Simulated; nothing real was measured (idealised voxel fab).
The process module presented herein is designated voxel trench capacitor.
Square cell edge 5 nm, section width 140 nm, ID cut.
Heads up, the way a cross-section reads in here is a grid of square cells, handed over as bands from the top down, with every band being one or more rows of cells.
Within each band entry, the heights of the top and of the bottom of the band appear first, in that order and in nm; the materials of the band then follow from left to right, each with its corresponding width in nm. The designation "all across" on a single material indicates that it fills the band from edge to edge; the designation "empty" indicates empty space.
Convention: height 0 is the level below which the wafer, as received, is all one material. The lowest band does not terminate at the bottom but continues downward, represented as "from 0 down".
Width: "30..40" (first number = top row, second number = bottom row, same change from row to row of cells).
Step note "no change" = no cross-section cell changed.
Entry "Closed void register". Content: empty spaces with no open connection to the top, size 8 cells or greater. Each: width x height at distance. Distance: from left edge. Unit: nm.
Post-settings text on a step line: simulator's own remark regarding the step.
overlay nm: where the mask lay relative to plan, measured to the right, on steps with a mask; negatives go left.
Plan:
- 1: RECEIVE with material Si
- 2: CONFORMAL_DEP with material SiN, thk nm 10
- 3: PATTERN with tone open, mask id TRENCH, material resist, width nm 20, pitch nm 40, thk nm 15, overlay nm 0
- 4: DIRECTIONAL_ETCH with etch materials SiN, depth nm 10
- 5: DIRECTIONAL_ETCH with etch materials Si, depth nm 25
- 6: STRIP with etch materials resist
- 7: CONFORMAL_DEP with material SiO2, thk nm 5
- 8: FILL_DEP with material polySi, thk nm 10
- 9: CMP with height nm 10
The first of two wafers, run as planned:
Cross-section, incoming material, after step 1:
> from 0 down  Si all across
> Closed void register: none
Wafer xsec, post step 2:
> from 10 to 0  SiN all across
> below 0: unchanged
Wafer xsec, post step 3:
> from 25 to 10  40 nm resist, then 20 nm empty, then 20 nm resist, then 20 nm empty, then 40 nm resist
> below 10: unchanged
Wafer xsec, post step 4:
> from 25 to 10  40 nm resist, then 20 nm empty, then 20 nm resist, then 20 nm empty, then 40 nm resist
> from 10 to 0  40 nm SiN, then 20 nm empty, then 20 nm SiN, then 20 nm empty, then 40 nm SiN
> below 0: unchanged
Wafer xsec, post step 5:
> from 25 to 10  40 nm resist, then 20 nm empty, then 20 nm resist, then 20 nm empty, then 40 nm resist
> from 10 to 0  40 nm SiN, then 20 nm empty, then 20 nm SiN, then 20 nm empty, then 40 nm SiN
> from 0 to -25  40 nm Si, then 20 nm empty, then 20 nm Si, then 20 nm empty, then 40 nm Si
> below -25: unchanged
Wafer xsec, post step 6:
> from 10 to 0  40 nm SiN, then 20 nm empty, then 20 nm SiN, then 20 nm empty, then 40 nm SiN
> below 0: unchanged
Wafer xsec, post step 7:
> from 15 to 10  45 nm SiO2, then 10 nm empty, then 30 nm SiO2, then 10 nm empty, then 45 nm SiO2
> from 10 to 0  40 nm SiN, then 5 nm SiO2, then 10 nm empty, then 5 nm SiO2, then 20 nm SiN, then 5 nm SiO2, then 10 nm empty, then 5 nm SiO2, then 40 nm SiN
> from 0 to -20  40 nm Si, then 5 nm SiO2, then 10 nm empty, then 5 nm SiO2, then 20 nm Si, then 5 nm SiO2, then 10 nm empty, then 5 nm SiO2, then 40 nm Si
> from -20 to -25  40 nm Si, then 20 nm SiO2, then 20 nm Si, then 20 nm SiO2, then 40 nm Si
> below -25: unchanged
Wafer xsec, post step 8:
> from 25 to 15  polySi all across
> from 15 to 10  45 nm SiO2, then 10 nm polySi, then 30 nm SiO2, then 10 nm polySi, then 45 nm SiO2
> from 10 to 0  40 nm SiN, then 5 nm SiO2, then 10 nm polySi, then 5 nm SiO2, then 20 nm SiN, then 5 nm SiO2, then 10 nm polySi, then 5 nm SiO2, then 40 nm SiN
> from 0 to -20  40 nm Si, then 5 nm SiO2, then 10 nm polySi, then 5 nm SiO2, then 20 nm Si, then 5 nm SiO2, then 10 nm polySi, then 5 nm SiO2, then 40 nm Si
> below -20: unchanged
Wafer xsec, post step 9:
> from 10 to 0  40 nm SiN, then 5 nm SiO2, then 10 nm polySi, then 5 nm SiO2, then 20 nm SiN, then 5 nm SiO2, then 10 nm polySi, then 5 nm SiO2, then 40 nm SiN
> below 0: unchanged
The second wafer began exactly as the first did and followed the same plan, but one mistake was made while running it; through step 4 inclusive, the two wafers are identical:
Cross-sectional view of the second wafer at the intended end time of process step 5:
> from 25 to 10  40 nm resist, then 20 nm empty, then 20 nm resist, then 20 nm empty, then 40 nm resist
> from 10 to 0  40 nm SiN, then 20 nm empty, then 20 nm SiN, then 20 nm empty, then 40 nm SiN
> from 0 to -15  40 nm Si, then 20 nm empty, then 20 nm Si, then 20 nm empty, then 40 nm Si
> below -15: unchanged
Cross-sectional view of the second wafer at the intended end time of process step 6:
> from 10 to 0  40 nm SiN, then 20 nm empty, then 20 nm SiN, then 20 nm empty, then 40 nm SiN
> below 0: unchanged
Cross-sectional view of the second wafer at the intended end time of process step 7:
> from 15 to 10  45 nm SiO2, then 10 nm empty, then 30 nm SiO2, then 10 nm empty, then 45 nm SiO2
> from 10 to 0  40 nm SiN, then 5 nm SiO2, then 10 nm empty, then 5 nm SiO2, then 20 nm SiN, then 5 nm SiO2, then 10 nm empty, then 5 nm SiO2, then 40 nm SiN
> from 0 to -10  40 nm Si, then 5 nm SiO2, then 10 nm empty, then 5 nm SiO2, then 20 nm Si, then 5 nm SiO2, then 10 nm empty, then 5 nm SiO2, then 40 nm Si
> from -10 to -15  40 nm Si, then 20 nm SiO2, then 20 nm Si, then 20 nm SiO2, then 40 nm Si
> below -15: unchanged
Cross-sectional view of the second wafer at the intended end time of process step 8:
> from 25 to 15  polySi all across
> from 15 to 10  45 nm SiO2, then 10 nm polySi, then 30 nm SiO2, then 10 nm polySi, then 45 nm SiO2
> from 10 to 0  40 nm SiN, then 5 nm SiO2, then 10 nm polySi, then 5 nm SiO2, then 20 nm SiN, then 5 nm SiO2, then 10 nm polySi, then 5 nm SiO2, then 40 nm SiN
> from 0 to -10  40 nm Si, then 5 nm SiO2, then 10 nm polySi, then 5 nm SiO2, then 20 nm Si, then 5 nm SiO2, then 10 nm polySi, then 5 nm SiO2, then 40 nm Si
> below -10: unchanged
Cross-sectional view of the second wafer at the intended end time of process step 9:
> from 10 to 0  40 nm SiN, then 5 nm SiO2, then 10 nm polySi, then 5 nm SiO2, then 20 nm SiN, then 5 nm SiO2, then 10 nm polySi, then 5 nm SiO2, then 40 nm SiN
> below 0: unchanged
Diagnosis: step 5 ran differently from the plan; actual operation with settings: DIRECTIONAL_ETCH with etch materials Si, depth nm 15
At the finish, the second wafer shows more or fewer cells for some materials than the first does: +16 Si | -8 SiO2 | -8 polySi
